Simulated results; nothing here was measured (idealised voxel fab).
Documented hereafter: the process module known as voxel quadruple lines.
We display cut, a cross-section 300 nm in width whose square cells are each 5 nm.
Throughout this document, each cross-section is represented as a grid of square cells and is presented as a sequence of bands enumerated from the top downward, where a band comprises one or more rows of cells. It is stipulated that each band's entry specify, in nanometres, the height of the top of the band and then that of its bottom, followed by the materials of the band in left-to-right sequence, each together with its width in nanometres. A single material marked by the word "full width" is understood to fill the band from edge to edge; the word "air" is understood to denote empty space. It should be noted that heights are counted from 0, beneath which the wafer as supplied is of one material throughout, and that the lowest band possesses no lower boundary but continues downward, as written in "0 nm and below". The notation "30 to 40" denotes a width that varies across the rows of cells in the band, beginning at the first number in the top row, finishing at the second number in the bottom row, and changing by an identical amount from each row to the next. When a step is marked "no alteration", none of the cells in the cross-section changed during that step. "Closed void listing": sealed empty spaces, 8 cells or more, no open way to top, listed width x height at distance, with distance from the left edge and width, height and distance in nm. Step line, after settings: the simulator's comment on this step. The "overlay nm" setting may appear on a step's line; for a step that uses a mask, it gives how far to the right of its planned position the mask lay, and a negative value indicates the left.
Steps in the process plan:
- 1: RECEIVE | material Si
- 2: CONFORMAL_DEP | material Al2O3 | thk nm 10
- 3: DIRECTIONAL_DEP | material W | thk nm 10
- 4: DIRECTIONAL_DEP | material polySi | thk nm 20
- 5: DIRECTIONAL_DEP | material aC | thk nm 25
- 6: PATTERN | tone cover | mask id MANDREL | material resist | width nm 25 | pitch nm 80 | thk nm 35 | overlay nm -15
- 7: DIRECTIONAL_ETCH | etch materials aC | depth nm 25
- 8: STRIP | etch materials resist
- 9: CONFORMAL_DEP | material SiO2 | thk nm 15
- 10: DIRECTIONAL_ETCH | etch materials SiO2 | depth nm 15
- 11: STRIP | etch materials aC
- 12: DIRECTIONAL_ETCH | etch materials polySi | depth nm 20
- 13: STRIP | etch materials SiO2
- 14: CONFORMAL_DEP | material SiN | thk nm 5
- 15: DIRECTIONAL_ETCH | etch materials SiN | depth nm 5
- 16: STRIP | etch materials polySi
- 17: DIRECTIONAL_ETCH | etch materials W | depth nm 10
- 18: STRIP | etch materials SiN
- 19: FILL_DEP | material lowk | thk nm 10
- 20: CMP | height nm 20
The overlay nm used in step 6 is not the same on every wafer, whereas the starting condition is; the value printed in the plan is the first wafer's.
Cross-section: the first of several wafers in its as-received state, i.e. following step 1:
- 0 nm and below: Si full width
- Closed void listing: none
Tabulated below, wafer by wafer, are the end-of-module results: for each material, the number of cells gained (+) or lost (-) relative to the as-received state, followed by the closed voids:
overlay nm -15, +120 Al2O3, +16 W, +104 lowk, Closed void listing: none
overlay nm -10, +120 Al2O3, +16 W, +104 lowk, Closed void listing: none
overlay nm -5, +120 Al2O3, +16 W, +104 lowk, Closed void listing: none
overlay nm 0, +120 Al2O3, +16 W, +104 lowk, Closed void listing: none
overlay nm 5, +120 Al2O3, +16 W, +104 lowk, Closed void listing: none
overlay nm 10, +120 Al2O3, +16 W, +104 lowk, Closed void listing: none
overlay nm 15, +120 Al2O3, +16 W, +104 lowk, Closed void listing: none
